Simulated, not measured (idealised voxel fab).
process module | voxel self aligned vias
cross-section cut | 145 nm wide | cells 5 nm
A cross-section is a grid of square cells, given in bands from the top down. A band is one or more rows of cells.
Each band's line starts with the height of the band's top and of its bottom, in nm. Then come its materials from left to right, each with its width in nm. One material with "throughout" fills the band from edge to edge. "air" is empty space.
Height 0 is the level under which the wafer as received is all one material. The lowest band goes on downwards, as in "0 down".
A width such as "30 to 40" changes by the same amount from each row of cells to the next, from the band's top row to its bottom row.
"no change" after a step means that no cell of the cross-section changed.
closed voids: empty space of 8 cells or more with no open way to the top, each as width x height at its distance from the left edge, in nm
after a step's settings: what the simulator itself notes on the step
overlay nm, on a step with a mask: how far to the right of its planned place the mask lay; to the left if negative
Each pair below shows a cross-section before one step and the cross-section after it, down to the lowest band that changed. The line under each pair gives the step between them, with its settings. The pairs can come from different runs of this module on the same starting wafer, so a pair continues from the pair above only where its "before" says so.
before
  0 down: Si throughout
  closed voids: none
after
  15 to 0: SiO2 throughout
  below 0: unchanged
  closed voids: none
the step between: op CONFORMAL_DEP | material SiO2 | thk nm 15
before: the cross-section after the pair above
after
  20 to 15: SiCN throughout
  below 15: unchanged
  closed voids: none
the step between: op CONFORMAL_DEP | material SiCN | thk nm 5
before: the cross-section after the pair above
after
  40 to 20: SiO2 throughout
  below 20: unchanged
  closed voids: none
the step between: op DIRECTIONAL_DEP | material SiO2 | thk nm 20
before: the cross-section after the pair above
after
  55 to 40: aC throughout
  below 40: unchanged
  closed voids: none
the step between: op DIRECTIONAL_DEP | material aC | thk nm 15
before: the cross-section after the pair above
after
  90 to 55: resist 25 | air 25 | resist 40 | air 25 | resist 30
  below 55: unchanged
  closed voids: none
the step between: op PATTERN | tone open | mask id LINES | material resist | width nm 25 | pitch nm 65 | thk nm 35 | overlay nm 0
before: the cross-section after the pair above
after
  75 to 55: resist 25 | air 25 | resist 40 | air 25 | resist 30
  55 to 40: aC 25 | air 25 | aC 40 | air 25 | aC 30
  below 40: unchanged
  closed voids: none
the step between: op DIRECTIONAL_ETCH | etch materials aC | depth nm 15
before: the cross-section after the pair above
after
  55 to 40: aC 25 | air 25 | aC 40 | air 25 | aC 30
  below 40: unchanged
  closed voids: none
the step between: op STRIP | etch materials resist
before: the cross-section after the pair above
after
  55 to 40: aC 25 | air 25 | aC 40 | air 25 | aC 30
  40 to 20: SiO2 25 | air 25 | SiO2 40 | air 25 | SiO2 30
  below 20: unchanged
  closed voids: none
the step between: op DIRECTIONAL_ETCH | etch materials SiO2 | depth nm 20
before: the cross-section after the pair above
after
  40 to 20: SiO2 25 | air 25 | SiO2 40 | air 25 | SiO2 30
  below 20: unchanged
  closed voids: none
the step between: op STRIP | etch materials aC
before: the cross-section after the pair above
after
  45 to 40: TiN 30 | air 15 | TiN 50 | air 15 | TiN 35
  40 to 25: SiO2 25 | TiN 5 | air 15 | TiN 5 | SiO2 40 | TiN 5 | air 15 | TiN 5 | SiO2 30
  25 to 20: SiO2 25 | TiN 25 | SiO2 40 | TiN 25 | SiO2 30
  below 20: unchanged
  closed voids: none
the step between: op CONFORMAL_DEP | material TiN | thk nm 5
before: the cross-section after the pair above
after
  50 to 45: Ru throughout
  45 to 40: TiN 30 | Ru 15 | TiN 50 | Ru 15 | TiN 35
  40 to 25: SiO2 25 | TiN 5 | Ru 15 | TiN 5 | SiO2 40 | TiN 5 | Ru 15 | TiN 5 | SiO2 30
  below 25: unchanged
  closed voids: none
the step between: op FILL_DEP | material Ru | thk nm 5
before: the cross-section after the pair above
after
  40 to 25: SiO2 25 | TiN 5 | Ru 15 | TiN 5 | SiO2 40 | TiN 5 | Ru 15 | TiN 5 | SiO2 30
  below 25: unchanged
  closed voids: none
the step between: op CMP | height nm 40
before: the cross-section after the pair above
after
  40 to 35: SiO2 25 | air 25 | SiO2 40 | air 25 | SiO2 30
  below 35: unchanged
  closed voids: none
the step between: op SELECTIVE_ETCH | etch materials W Ru TiN | depth nm 5
before: the cross-section after the pair above
after
  45 to 40: SiN throughout
  40 to 35: SiO2 25 | SiN 25 | SiO2 40 | SiN 25 | SiO2 30
  below 35: unchanged
  closed voids: none
the step between: op FILL_DEP | material SiN | thk nm 5
before: the cross-section after the pair above
after
  40 to 35: SiO2 25 | SiN 25 | SiO2 40 | SiN 25 | SiO2 30
  below 35: unchanged
  closed voids: none
the step between: op CMP | height nm 40
before: the cross-section after the pair above
after
  60 to 40: SiO2 throughout
  below 40: unchanged
  closed voids: none
the step between: op DIRECTIONAL_DEP | material SiO2 | thk nm 20
before: the cross-section after the pair above
after
  70 to 60: aC throughout
  below 60: unchanged
  closed voids: none
the step between: op DIRECTIONAL_DEP | material aC | thk nm 10
before: the cross-section after the pair above
after
  95 to 70: resist 15 | air 45 | resist 85
  below 70: unchanged
  closed voids: none
the step between: op PATTERN | tone open | mask id VIAS | material resist | width nm 45 | thk nm 25 | overlay nm 0
before: the cross-section after the pair above
after
  85 to 70: resist 15 | air 45 | resist 85
  70 to 60: aC 15 | air 45 | aC 85
  below 60: unchanged
  closed voids: none
the step between: op DIRECTIONAL_ETCH | etch materials aC | depth nm 10
before: the cross-section after the pair above
after
  70 to 60: aC 15 | air 45 | aC 85
  below 60: unchanged
  closed voids: none
the step between: op STRIP | etch materials resist
before: the cross-section after the pair above
after
  70 to 60: aC 15 | air 45 | aC 85
  60 to 40: SiO2 15 | air 45 | SiO2 85
  below 40: unchanged
  closed voids: none
the step between: op DIRECTIONAL_ETCH | etch materials SiO2 | depth nm 20
before: the cross-section after the pair above
after
  70 to 60: aC 15 | air 45 | aC 85
  60 to 40: SiO2 15 | air 45 | SiO2 85
  40 to 35: SiO2 25 | air 25 | SiO2 40 | SiN 25 | SiO2 30
  below 35: unchanged
  closed voids: none
the step between: op DIRECTIONAL_ETCH | etch materials SiN | depth nm 5
before: the cross-section after the pair above
after
  60 to 40: SiO2 15 | air 45 | SiO2 85
  below 40: unchanged
  closed voids: none
the step between: op STRIP | etch materials aC
before: the cross-section after the pair above
after
  65 to 60: TiN 20 | air 35 | TiN 90
  60 to 45: SiO2 15 | TiN 5 | air 35 | TiN 5 | SiO2 85
  45 to 40: SiO2 15 | TiN 15 | air 15 | TiN 15 | SiO2 85
  40 to 35: SiO2 25 | TiN 25 | SiO2 40 | SiN 25 | SiO2 30
  below 35: unchanged
  closed voids: none
the step between: op CONFORMAL_DEP | material TiN | thk nm 5
before: the cross-section after the pair above
after
  75 to 65: W throughout
  65 to 60: TiN 20 | W 35 | TiN 90
  60 to 45: SiO2 15 | TiN 5 | W 35 | TiN 5 | SiO2 85
  45 to 40: SiO2 15 | TiN 15 | W 15 | TiN 15 | SiO2 85
  below 40: unchanged
  closed voids: none
the step between: op FILL_DEP | material W | thk nm 10
before: the cross-section after the pair above
after
  60 to 45: SiO2 15 | TiN 5 | W 35 | TiN 5 | SiO2 85
  below 45: unchanged
  closed voids: none
the step between: op CMP | height nm 60
before: the cross-section after the pair above
after
  65 to 60: SiN throughout
  below 60: unchanged
  closed voids: none
the step between: op CONFORMAL_DEP | material SiN | thk nm 5
before
  15 to 0: SiO2 throughout
  0 down: Si throughout
  closed voids: none
after
  35 to 0: SiO2 throughout
  below 0: unchanged
  closed voids: none
the step between: op DIRECTIONAL_DEP | material SiO2 | thk nm 20
before: the cross-section after the pair above
after
  50 to 35: aC throughout
  below 35: unchanged
  closed voids: none
the step between: op DIRECTIONAL_DEP | material aC | thk nm 15
before: the cross-section after the pair above
after
  85 to 50: resist 25 | air 25 | resist 40 | air 25 | resist 30
  below 50: unchanged
  closed voids: none
the step between: op PATTERN | tone open | mask id LINES | material resist | width nm 25 | pitch nm 65 | thk nm 35 | overlay nm 0
before: the cross-section after the pair above
after
  70 to 50: resist 25 | air 25 | resist 40 | air 25 | resist 30
  50 to 35: aC 25 | air 25 | aC 40 | air 25 | aC 30
  below 35: unchanged
  closed voids: none
the step between: op DIRECTIONAL_ETCH | etch materials aC | depth nm 15
before: the cross-section after the pair above
after
  50 to 35: aC 25 | air 25 | aC 40 | air 25 | aC 30
  below 35: unchanged
  closed voids: none
the step between: op STRIP | etch materials resist
before: the cross-section after the pair above
after
  50 to 35: aC 25 | air 25 | aC 40 | air 25 | aC 30
  35 to 15: SiO2 25 | air 25 | SiO2 40 | air 25 | SiO2 30
  below 15: unchanged
  closed voids: none
the step between: op DIRECTIONAL_ETCH | etch materials SiO2 | depth nm 20
before: the cross-section after the pair above
after
  35 to 15: SiO2 25 | air 25 | SiO2 40 | air 25 | SiO2 30
  below 15: unchanged
  closed voids: none
the step between: op STRIP | etch materials aC
before: the cross-section after the pair above
after
  40 to 35: TiN 30 | air 15 | TiN 50 | air 15 | TiN 35
  35 to 20: SiO2 25 | TiN 5 | air 15 | TiN 5 | SiO2 40 | TiN 5 | air 15 | TiN 5 | SiO2 30
  20 to 15: SiO2 25 | TiN 25 | SiO2 40 | TiN 25 | SiO2 30
  below 15: unchanged
  closed voids: none
the step between: op CONFORMAL_DEP | material TiN | thk nm 5
before: the cross-section after the pair above
after
  45 to 40: Ru throughout
  40 to 35: TiN 30 | Ru 15 | TiN 50 | Ru 15 | TiN 35
  35 to 20: SiO2 25 | TiN 5 | Ru 15 | TiN 5 | SiO2 40 | TiN 5 | Ru 15 | TiN 5 | SiO2 30
  below 20: unchanged
  closed voids: none
the step between: op FILL_DEP | material Ru | thk nm 5
before: the cross-section after the pair above
after
  40 to 35: TiN 30 | Ru 15 | TiN 50 | Ru 15 | TiN 35
  below 35: unchanged
  closed voids: none
the step between: op CMP | height nm 40
before: the cross-section after the pair above
after
  35 to 20: SiO2 25 | TiN 5 | Ru 15 | TiN 5 | SiO2 40 | TiN 5 | Ru 15 | TiN 5 | SiO2 30
  below 20: unchanged
  closed voids: none
the step between: op SELECTIVE_ETCH | etch materials W Ru TiN | depth nm 5
before: the cross-section after the pair above
after
  40 to 35: SiN throughout
  below 35: unchanged
  closed voids: none
the step between: op FILL_DEP | material SiN | thk nm 5
before: the cross-section after the pair above
after
  60 to 40: SiO2 throughout
  below 40: unchanged
  closed voids: none
the step between: op DIRECTIONAL_DEP | material SiO2 | thk nm 20
before: the cross-section after the pair above
after
  70 to 60: aC throughout
  below 60: unchanged
  closed voids: none
the step between: op DIRECTIONAL_DEP | material aC | thk nm 10
before: the cross-section after the pair above
after
  95 to 70: resist 15 | air 45 | resist 85
  below 70: unchanged
  closed voids: none
the step between: op PATTERN | tone open | mask id VIAS | material resist | width nm 45 | thk nm 25 | overlay nm 0
before: the cross-section after the pair above
after
  85 to 70: resist 15 | air 45 | resist 85
  70 to 60: aC 15 | air 45 | aC 85
  below 60: unchanged
  closed voids: none
the step between: op DIRECTIONAL_ETCH | etch materials aC | depth nm 10
before: the cross-section after the pair above
after
  70 to 60: aC 15 | air 45 | aC 85
  below 60: unchanged
  closed voids: none
the step between: op STRIP | etch materials resist
before: the cross-section after the pair above
after
  70 to 60: aC 15 | air 45 | aC 85
  60 to 40: SiO2 15 | air 45 | SiO2 85
  below 40: unchanged
  closed voids: none
the step between: op DIRECTIONAL_ETCH | etch materials SiO2 | depth nm 20
before: the cross-section after the pair above
after
  70 to 60: aC 15 | air 45 | aC 85
  60 to 40: SiO2 15 | air 45 | SiO2 85
  40 to 35: SiN 15 | air 45 | SiN 85
  below 35: unchanged
  closed voids: none
the step between: op DIRECTIONAL_ETCH | etch materials SiN | depth nm 5
before: the cross-section after the pair above
after
  60 to 40: SiO2 15 | air 45 | SiO2 85
  below 40: unchanged
  closed voids: none
the step between: op STRIP | etch materials aC
before: the cross-section after the pair above
after
  65 to 60: TiN 20 | air 35 | TiN 90
  60 to 40: SiO2 15 | TiN 5 | air 35 | TiN 5 | SiO2 85
  40 to 35: SiN 15 | TiN 45 | SiN 85
  below 35: unchanged
  closed voids: none
the step between: op CONFORMAL_DEP | material TiN | thk nm 5
before: the cross-section after the pair above
after
  75 to 65: W throughout
  65 to 60: TiN 20 | W 35 | TiN 90
  60 to 40: SiO2 15 | TiN 5 | W 35 | TiN 5 | SiO2 85
  below 40: unchanged
  closed voids: none
the step between: op FILL_DEP | material W | thk nm 10
before: the cross-section after the pair above
after
  60 to 40: SiO2 15 | TiN 5 | W 35 | TiN 5 | SiO2 85
  below 40: unchanged
  closed voids: none
the step between: op CMP | height nm 60
before: the cross-section after the pair above
after
  65 to 60: SiN throughout
  below 60: unchanged
  closed voids: none
the step between: op CONFORMAL_DEP | material SiN | thk nm 5
before
  70 to 60: aC 15 | air 45 | aC 85
  60 to 40: SiO2 15 | air 45 | SiO2 85
  40 to 35: SiO2 25 | SiN 25 | SiO2 40 | SiN 25 | SiO2 30
  35 to 25: SiO2 25 | TiN 5 | Ru 15 | TiN 5 | SiO2 40 | TiN 5 | Ru 15 | TiN 5 | SiO2 30
  25 to 20: SiO2 25 | TiN 25 | SiO2 40 | TiN 25 | SiO2 30
  20 to 15: SiCN throughout
  15 to 0: SiO2 throughout
  0 down: Si throughout
  closed voids: none
after
  70 to 60: aC 15 | air 45 | aC 85
  60 to 40: SiO2 15 | air 45 | SiO2 85
  40 to 35: SiO2 15 | air 10 | SiN 25 | air 10 | SiO2 30 | SiN 25 | SiO2 30
  35 to 25: SiO2 15 | air 10 | TiN 5 | Ru 15 | TiN 5 | air 10 | SiO2 30 | TiN 5 | Ru 15 | TiN 5 | SiO2 30
  25 to 20: SiO2 15 | air 10 | TiN 25 | air 10 | SiO2 30 | TiN 25 | SiO2 30
  below 20: unchanged
  closed voids: none
the step between: op DIRECTIONAL_ETCH | etch materials SiO2 | depth nm 20
before: the cross-section after the pair above
after
  70 to 60: aC 15 | air 45 | aC 85
  60 to 40: SiO2 15 | air 45 | SiO2 85
  40 to 35: SiO2 15 | air 45 | SiO2 30 | SiN 25 | SiO2 30
  below 35: unchanged
  closed voids: none
the step between: op DIRECTIONAL_ETCH | etch materials SiN | depth nm 5
before: the cross-section after the pair above
after
  60 to 40: SiO2 15 | air 45 | SiO2 85
  below 40: unchanged
  closed voids: none
the step between: op STRIP | etch materials aC
before: the cross-section after the pair above
after
  65 to 60: TiN 20 | air 35 | TiN 90
  60 to 40: SiO2 15 | TiN 5 | air 35 | TiN 5 | SiO2 85
  40 to 35: SiO2 15 | TiN 45 | SiO2 30 | SiN 25 | SiO2 30
  35 to 25: SiO2 15 | TiN 15 | Ru 15 | TiN 15 | SiO2 30 | TiN 5 | Ru 15 | TiN 5 | SiO2 30
  25 to 20: SiO2 15 | TiN 45 | SiO2 30 | TiN 25 | SiO2 30
  below 20: unchanged
  closed voids: none
the step between: op CONFORMAL_DEP | material TiN | thk nm 5
before: the cross-section after the pair above
after
  75 to 65: W throughout
  65 to 60: TiN 20 | W 35 | TiN 90
  60 to 40: SiO2 15 | TiN 5 | W 35 | TiN 5 | SiO2 85
  below 40: unchanged
  closed voids: none
the step between: op FILL_DEP | material W | thk nm 10
before: the cross-section after the pair above
after
  60 to 40: SiO2 15 | TiN 5 | W 35 | TiN 5 | SiO2 85
  below 40: unchanged
  closed voids: none
the step between: op CMP | height nm 60
before: the cross-section after the pair above
after
  65 to 60: SiN throughout
  below 60: unchanged
  closed voids: none
the step between: op CONFORMAL_DEP | material SiN | thk nm 5
before
  35 to 0: SiO2 throughout
  0 down: Si throughout
  closed voids: none
after
  40 to 35: SiCN throughout
  below 35: unchanged
  closed voids: none
the step between: op CONFORMAL_DEP | material SiCN | thk nm 5
before: the cross-section after the pair above
after
  55 to 40: aC throughout
  below 40: unchanged
  closed voids: none
the step between: op DIRECTIONAL_DEP | material aC | thk nm 15
before: the cross-section after the pair above
after
  90 to 55: resist 25 | air 25 | resist 40 | air 25 | resist 30
  below 55: unchanged
  closed voids: none
the step between: op PATTERN | tone open | mask id LINES | material resist | width nm 25 | pitch nm 65 | thk nm 35 | overlay nm 0
before: the cross-section after the pair above
after
  75 to 55: resist 25 | air 25 | resist 40 | air 25 | resist 30
  55 to 40: aC 25 | air 25 | aC 40 | air 25 | aC 30
  below 40: unchanged
  closed voids: none
the step between: op DIRECTIONAL_ETCH | etch materials aC | depth nm 15
before: the cross-section after the pair above
after
  55 to 40: aC 25 | air 25 | aC 40 | air 25 | aC 30
  below 40: unchanged
  closed voids: none
the step between: op STRIP | etch materials resist
before: the cross-section after the pair above
after
  40 to 35: SiCN throughout
  below 35: unchanged
  closed voids: none
the step between: op STRIP | etch materials aC
before: the cross-section after the pair above
after
  45 to 40: TiN throughout
  below 40: unchanged
  closed voids: none
the step between: op CONFORMAL_DEP | material TiN | thk nm 5
before: the cross-section after the pair above
after
  50 to 45: Ru throughout
  below 45: unchanged
  closed voids: none
the step between: op FILL_DEP | material Ru | thk nm 5
before: the cross-section after the pair above
after
  40 to 35: SiCN throughout
  below 35: unchanged
  closed voids: none
the step between: op CMP | height nm 40
before: the cross-section after the pair above
after
  45 to 40: SiN throughout
  below 40: unchanged
  closed voids: none
the step between: op FILL_DEP | material SiN | thk nm 5
before: the cross-section after the pair above
after
  40 to 35: SiCN throughout
  below 35: unchanged
  closed voids: none
the step between: op CMP | height nm 40
before: the cross-section after the pair above
after
  60 to 40: SiO2 throughout
  below 40: unchanged
  closed voids: none
the step between: op DIRECTIONAL_DEP | material SiO2 | thk nm 20
before: the cross-section after the pair above
after
  70 to 60: aC throughout
  below 60: unchanged
  closed voids: none
the step between: op DIRECTIONAL_DEP | material aC | thk nm 10
before: the cross-section after the pair above
after
  95 to 70: resist 15 | air 45 | resist 85
  below 70: unchanged
  closed voids: none
the step between: op PATTERN | tone open | mask id VIAS | material resist | width nm 45 | thk nm 25 | overlay nm 0
before: the cross-section after the pair above
after
  85 to 70: resist 15 | air 45 | resist 85
  70 to 60: aC 15 | air 45 | aC 85
  below 60: unchanged
  closed voids: none
the step between: op DIRECTIONAL_ETCH | etch materials aC | depth nm 10
before: the cross-section after the pair above
after
  70 to 60: aC 15 | air 45 | aC 85
  below 60: unchanged
  closed voids: none
the step between: op STRIP | etch materials resist
before: the cross-section after the pair above
after
  70 to 60: aC 15 | air 45 | aC 85
  60 to 40: SiO2 15 | air 45 | SiO2 85
  below 40: unchanged
  closed voids: none
the step between: op DIRECTIONAL_ETCH | etch materials SiO2 | depth nm 20
before: the cross-section after the pair above
after
  60 to 40: SiO2 15 | air 45 | SiO2 85
  below 40: unchanged
  closed voids: none
the step between: op STRIP | etch materials aC
before: the cross-section after the pair above
after
  65 to 60: TiN 20 | air 35 | TiN 90
  60 to 45: SiO2 15 | TiN 5 | air 35 | TiN 5 | SiO2 85
  45 to 40: SiO2 15 | TiN 45 | SiO2 85
  below 40: unchanged
  closed voids: none
the step between: op CONFORMAL_DEP | material TiN | thk nm 5
before: the cross-section after the pair above
after
  75 to 65: W throughout
  65 to 60: TiN 20 | W 35 | TiN 90
  60 to 45: SiO2 15 | TiN 5 | W 35 | TiN 5 | SiO2 85
  below 45: unchanged
  closed voids: none
the step between: op FILL_DEP | material W | thk nm 10
before: the cross-section after the pair above
after
  60 to 45: SiO2 15 | TiN 5 | W 35 | TiN 5 | SiO2 85
  below 45: unchanged
  closed voids: none
the step between: op CMP | height nm 60
before: the cross-section after the pair above
after
  65 to 60: SiN throughout
  below 60: unchanged
  closed voids: none
the step between: op CONFORMAL_DEP | material SiN | thk nm 5
before
  20 to 15: SiCN throughout
  15 to 0: SiO2 throughout
  0 down: Si throughout
  closed voids: none
after
  35 to 20: SiO2 throughout
  below 20: unchanged
  closed voids: none
the step between: op DIRECTIONAL_DEP | material SiO2 | thk nm 15
before: the cross-section after the pair above
after
  50 to 35: aC throughout
  below 35: unchanged
  closed voids: none
the step between: op DIRECTIONAL_DEP | material aC | thk nm 15
before: the cross-section after the pair above
after
  85 to 50: resist 25 | air 25 | resist 40 | air 25 | resist 30
  below 50: unchanged
  closed voids: none
the step between: op PATTERN | tone open | mask id LINES | material resist | width nm 25 | pitch nm 65 | thk nm 35 | overlay nm 0
before: the cross-section after the pair above
after
  70 to 50: resist 25 | air 25 | resist 40 | air 25 | resist 30
  50 to 35: aC 25 | air 25 | aC 40 | air 25 | aC 30
  below 35: unchanged
  closed voids: none
the step between: op DIRECTIONAL_ETCH | etch materials aC | depth nm 15
before: the cross-section after the pair above
after
  50 to 35: aC 25 | air 25 | aC 40 | air 25 | aC 30
  below 35: unchanged
  closed voids: none
the step between: op STRIP | etch materials resist
before: the cross-section after the pair above
after
  50 to 35: aC 25 | air 25 | aC 40 | air 25 | aC 30
  35 to 20: SiO2 25 | air 25 | SiO2 40 | air 25 | SiO2 30
  below 20: unchanged
  closed voids: none
the step between: op DIRECTIONAL_ETCH | etch materials SiO2 | depth nm 20
before: the cross-section after the pair above
after
  35 to 20: SiO2 25 | air 25 | SiO2 40 | air 25 | SiO2 30
  below 20: unchanged
  closed voids: none
the step between: op STRIP | etch materials aC
before: the cross-section after the pair above
after
  40 to 35: TiN 30 | air 15 | TiN 50 | air 15 | TiN 35
  35 to 25: SiO2 25 | TiN 5 | air 15 | TiN 5 | SiO2 40 | TiN 5 | air 15 | TiN 5 | SiO2 30
  25 to 20: SiO2 25 | TiN 25 | SiO2 40 | TiN 25 | SiO2 30
  below 20: unchanged
  closed voids: none
the step between: op CONFORMAL_DEP | material TiN | thk nm 5
before: the cross-section after the pair above
after
  45 to 40: Ru throughout
  40 to 35: TiN 30 | Ru 15 | TiN 50 | Ru 15 | TiN 35
  35 to 25: SiO2 25 | TiN 5 | Ru 15 | TiN 5 | SiO2 40 | TiN 5 | Ru 15 | TiN 5 | SiO2 30
  below 25: unchanged
  closed voids: none
the step between: op FILL_DEP | material Ru | thk nm 5
before: the cross-section after the pair above
after
  40 to 35: TiN 30 | Ru 15 | TiN 50 | Ru 15 | TiN 35
  below 35: unchanged
  closed voids: none
the step between: op CMP | height nm 40
before: the cross-section after the pair above
after
  35 to 25: SiO2 25 | TiN 5 | Ru 15 | TiN 5 | SiO2 40 | TiN 5 | Ru 15 | TiN 5 | SiO2 30
  below 25: unchanged
  closed voids: none
the step between: op SELECTIVE_ETCH | etch materials W Ru TiN | depth nm 5
before: the cross-section after the pair above
after
  40 to 35: SiN throughout
  below 35: unchanged
  closed voids: none
the step between: op FILL_DEP | material SiN | thk nm 5
before: the cross-section after the pair above
after
  60 to 40: SiO2 throughout
  below 40: unchanged
  closed voids: none
the step between: op DIRECTIONAL_DEP | material SiO2 | thk nm 20
before: the cross-section after the pair above
after
  70 to 60: aC throughout
  below 60: unchanged
  closed voids: none
the step between: op DIRECTIONAL_DEP | material aC | thk nm 10
before: the cross-section after the pair above
after
  95 to 70: resist 15 | air 45 | resist 85
  below 70: unchanged
  closed voids: none
the step between: op PATTERN | tone open | mask id VIAS | material resist | width nm 45 | thk nm 25 | overlay nm 0
before: the cross-section after the pair above
after
  85 to 70: resist 15 | air 45 | resist 85
  70 to 60: aC 15 | air 45 | aC 85
  below 60: unchanged
  closed voids: none
the step between: op DIRECTIONAL_ETCH | etch materials aC | depth nm 10
before: the cross-section after the pair above
after
  70 to 60: aC 15 | air 45 | aC 85
  below 60: unchanged
  closed voids: none
the step between: op STRIP | etch materials resist
before: the cross-section after the pair above
after
  70 to 60: aC 15 | air 45 | aC 85
  60 to 40: SiO2 15 | air 45 | SiO2 85
  below 40: unchanged
  closed voids: none
the step between: op DIRECTIONAL_ETCH | etch materials SiO2 | depth nm 20
before: the cross-section after the pair above
after
  70 to 60: aC 15 | air 45 | aC 85
  60 to 40: SiO2 15 | air 45 | SiO2 85
  40 to 35: SiN 15 | air 45 | SiN 85
  below 35: unchanged
  closed voids: none
the step between: op DIRECTIONAL_ETCH | etch materials SiN | depth nm 5
before: the cross-section after the pair above
after
  60 to 40: SiO2 15 | air 45 | SiO2 85
  below 40: unchanged
  closed voids: none
the step between: op STRIP | etch materials aC
before: the cross-section after the pair above
after
  65 to 60: TiN 20 | air 35 | TiN 90
  60 to 40: SiO2 15 | TiN 5 | air 35 | TiN 5 | SiO2 85
  40 to 35: SiN 15 | TiN 45 | SiN 85
  below 35: unchanged
  closed voids: none
the step between: op CONFORMAL_DEP | material TiN | thk nm 5
before: the cross-section after the pair above
after
  75 to 65: W throughout
  65 to 60: TiN 20 | W 35 | TiN 90
  60 to 40: SiO2 15 | TiN 5 | W 35 | TiN 5 | SiO2 85
  below 40: unchanged
  closed voids: none
the step between: op FILL_DEP | material W | thk nm 10
before: the cross-section after the pair above
after
  60 to 40: SiO2 15 | TiN 5 | W 35 | TiN 5 | SiO2 85
  below 40: unchanged
  closed voids: none
the step between: op CMP | height nm 60
before: the cross-section after the pair above
after
  65 to 60: SiN throughout
  below 60: unchanged
  closed voids: none
the step between: op CONFORMAL_DEP | material SiN | thk nm 5
before
  70 to 60: aC throughout
  60 to 40: SiO2 throughout
  40 to 35: SiO2 25 | SiN 25 | SiO2 40 | SiN 25 | SiO2 30
  35 to 25: SiO2 25 | TiN 5 | Ru 15 | TiN 5 | SiO2 40 | TiN 5 | Ru 15 | TiN 5 | SiO2 30
  25 to 20: SiO2 25 | TiN 25 | SiO2 40 | TiN 25 | SiO2 30
  20 to 15: SiCN throughout
  15 to 0: SiO2 throughout
  0 down: Si throughout
  closed voids: none
after
  95 to 70: resist 20 | air 35 | resist 90
  below 70: unchanged
  closed voids: none
the step between: op PATTERN | tone open | mask id VIAS | material resist | width nm 35 | thk nm 25 | overlay nm 0
before: the cross-section after the pair above
after
  85 to 70: resist 20 | air 35 | resist 90
  70 to 60: aC 20 | air 35 | aC 90
  below 60: unchanged
  closed voids: none
the step between: op DIRECTIONAL_ETCH | etch materials aC | depth nm 10
before: the cross-section after the pair above
after
  70 to 60: aC 20 | air 35 | aC 90
  below 60: unchanged
  closed voids: none
the step between: op STRIP | etch materials resist
before: the cross-section after the pair above
after
  70 to 60: aC 20 | air 35 | aC 90
  60 to 40: SiO2 20 | air 35 | SiO2 90
  below 40: unchanged
  closed voids: none
the step between: op DIRECTIONAL_ETCH | etch materials SiO2 | depth nm 20
before: the cross-section after the pair above
after
  70 to 60: aC 20 | air 35 | aC 90
  60 to 40: SiO2 20 | air 35 | SiO2 90
  40 to 35: SiO2 25 | air 25 | SiO2 40 | SiN 25 | SiO2 30
  below 35: unchanged
  closed voids: none
the step between: op DIRECTIONAL_ETCH | etch materials SiN | depth nm 5
before: the cross-section after the pair above
after
  60 to 40: SiO2 20 | air 35 | SiO2 90
  below 40: unchanged
  closed voids: none
the step between: op STRIP | etch materials aC
before: the cross-section after the pair above
after
  65 to 60: TiN 25 | air 25 | TiN 95
  60 to 45: SiO2 20 | TiN 5 | air 25 | TiN 5 | SiO2 90
  45 to 40: SiO2 20 | TiN 10 | air 15 | TiN 10 | SiO2 90
  40 to 35: SiO2 25 | TiN 25 | SiO2 40 | SiN 25 | SiO2 30
  below 35: unchanged
  closed voids: none
the step between: op CONFORMAL_DEP | material TiN | thk nm 5
before: the cross-section after the pair above
after
  75 to 65: W throughout
  65 to 60: TiN 25 | W 25 | TiN 95
  60 to 45: SiO2 20 | TiN 5 | W 25 | TiN 5 | SiO2 90
  45 to 40: SiO2 20 | TiN 10 | W 15 | TiN 10 | SiO2 90
  below 40: unchanged
  closed voids: none
the step between: op FILL_DEP | material W | thk nm 10
before: the cross-section after the pair above
after
  60 to 45: SiO2 20 | TiN 5 | W 25 | TiN 5 | SiO2 90
  below 45: unchanged
  closed voids: none
the step between: op CMP | height nm 60
before: the cross-section after the pair above
after
  65 to 60: SiN throughout
  below 60: unchanged
  closed voids: none
the step between: op CONFORMAL_DEP | material SiN | thk nm 5
before
  55 to 40: aC throughout
  40 to 20: SiO2 throughout
  20 to 15: SiCN throughout
  15 to 0: SiO2 throughout
  0 down: Si throughout
  closed voids: none
after
  90 to 55: resist 30 | air 25 | resist 40 | air 25 | resist 25
  below 55: unchanged
  closed voids: none
the step between: op PATTERN | tone open | mask id LINES | material resist | width nm 25 | pitch nm 65 | thk nm 35 | overlay nm 5
before: the cross-section after the pair above
after
  75 to 55: resist 30 | air 25 | resist 40 | air 25 | resist 25
  55 to 40: aC 30 | air 25 | aC 40 | air 25 | aC 25
  below 40: unchanged
  closed voids: none
the step between: op DIRECTIONAL_ETCH | etch materials aC | depth nm 15
before: the cross-section after the pair above
after
  55 to 40: aC 30 | air 25 | aC 40 | air 25 | aC 25
  below 40: unchanged
  closed voids: none
the step between: op STRIP | etch materials resist
before: the cross-section after the pair above
after
  55 to 40: aC 30 | air 25 | aC 40 | air 25 | aC 25
  40 to 20: SiO2 30 | air 25 | SiO2 40 | air 25 | SiO2 25
  below 20: unchanged
  closed voids: none
the step between: op DIRECTIONAL_ETCH | etch materials SiO2 | depth nm 20
before: the cross-section after the pair above
after
  40 to 20: SiO2 30 | air 25 | SiO2 40 | air 25 | SiO2 25
  below 20: unchanged
  closed voids: none
the step between: op STRIP | etch materials aC
before: the cross-section after the pair above
after
  45 to 40: TiN 35 | air 15 | TiN 50 | air 15 | TiN 30
  40 to 25: SiO2 30 | TiN 5 | air 15 | TiN 5 | SiO2 40 | TiN 5 | air 15 | TiN 5 | SiO2 25
  25 to 20: SiO2 30 | TiN 25 | SiO2 40 | TiN 25 | SiO2 25
  below 20: unchanged
  closed voids: none
the step between: op CONFORMAL_DEP | material TiN | thk nm 5
before: the cross-section after the pair above
after
  50 to 45: Ru throughout
  45 to 40: TiN 35 | Ru 15 | TiN 50 | Ru 15 | TiN 30
  40 to 25: SiO2 30 | TiN 5 | Ru 15 | TiN 5 | SiO2 40 | TiN 5 | Ru 15 | TiN 5 | SiO2 25
  below 25: unchanged
  closed voids: none
the step between: op FILL_DEP | material Ru | thk nm 5
before: the cross-section after the pair above
after
  40 to 25: SiO2 30 | TiN 5 | Ru 15 | TiN 5 | SiO2 40 | TiN 5 | Ru 15 | TiN 5 | SiO2 25
  below 25: unchanged
  closed voids: none
the step between: op CMP | height nm 40
before: the cross-section after the pair above
after
  40 to 35: SiO2 30 | air 25 | SiO2 40 | air 25 | SiO2 25
  below 35: unchanged
  closed voids: none
the step between: op SELECTIVE_ETCH | etch materials W Ru TiN | depth nm 5
before: the cross-section after the pair above
after
  45 to 40: SiN throughout
  40 to 35: SiO2 30 | SiN 25 | SiO2 40 | SiN 25 | SiO2 25
  below 35: unchanged
  closed voids: none
the step between: op FILL_DEP | material SiN | thk nm 5
before: the cross-section after the pair above
after
  40 to 35: SiO2 30 | SiN 25 | SiO2 40 | SiN 25 | SiO2 25
  below 35: unchanged
  closed voids: none
the step between: op CMP | height nm 40
